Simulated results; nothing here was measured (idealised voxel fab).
Title: Process Module voxel fin reveal
The figure presents cross-section cut, which has a width of 160 nm and is divided into square cells with an edge length of 5 nm.
Bands, listed from the top down, are how a cross-section gets written in this document; the cross-section itself is a grid of square cells, and a band is one or more rows of them.
Quick guide to a band line: top height, bottom height (nm) up front; then every material left to right with its width in nm. Only one material and it's marked "all across"? Then it fills the band edge to edge. And "blank" just means empty space.
Heights are reckoned from 0. Under this level, the received wafer is all of one material. The bottommost band is open-ended downward, for example "z 0 and below".
The notation "30 to 40" denotes a width that varies across the rows of cells in the band, beginning at the first number in the top row, finishing at the second number in the bottom row, and changing by an identical amount from each row to the next.
"remains unaltered", as given for a step, is the statement that not any cell of the cross-section underwent a change during that step.
Heads up: "Enclosed void catalog" only lists the empty pockets with no open path to the top that are 8 cells or more, and it writes them as width x height at distance, distance from the left edge, in nm.
Text after the settings on a step's line: the simulator's own remark on that step.
Regarding "overlay nm": on a step with a mask, it is the distance the mask lay to the right of its planned place; a negative value places it to the left.
## Process steps - plan
1 RECEIVE | material Si
2 CONFORMAL_DEP | material SiN | thk nm 5
3 MASKED_ETCH | tone cover | mask id FINS | width nm 15 | pitch nm 35 | etch materials SiN | depth nm 5 | overlay nm 0
4 MASKED_ETCH | tone cover | mask id FINS | width nm 15 | pitch nm 35 | etch materials Si | depth nm 30 | overlay nm 0
5 FILL_DEP | material SiO2 | thk nm 5
6 CMP | height nm 5
7 SELECTIVE_ETCH | etch materials SiO2 | depth nm 20
8 STRIP | etch materials SiN
## As received (post step 1): cross-section
> z 0 and below: Si all across
> Enclosed void catalog: none
## Below is the wafer in cross-section after the module was completed. It began from the starting point shown above and followed the plan shown above, except that one mistake was made while running it
> z 0 to -5: blank=20 / Si=15 / blank=20 / Si=15 / blank=20 / Si=15 / blank=20 / Si=15 / blank=20
> z -5 to -30: SiO2=20 / Si=15 / SiO2=20 / Si=15 / SiO2=20 / Si=15 / SiO2=20 / Si=15 / SiO2=20
> z -30 and below: Si all across
> Enclosed void catalog: none
It is concluded that the wafer was processed incorrectly with respect to the plan, in that so step 7 ended up running with a different setting than we planned, it ran as SELECTIVE_ETCH | etch materials SiO2 | depth nm 10
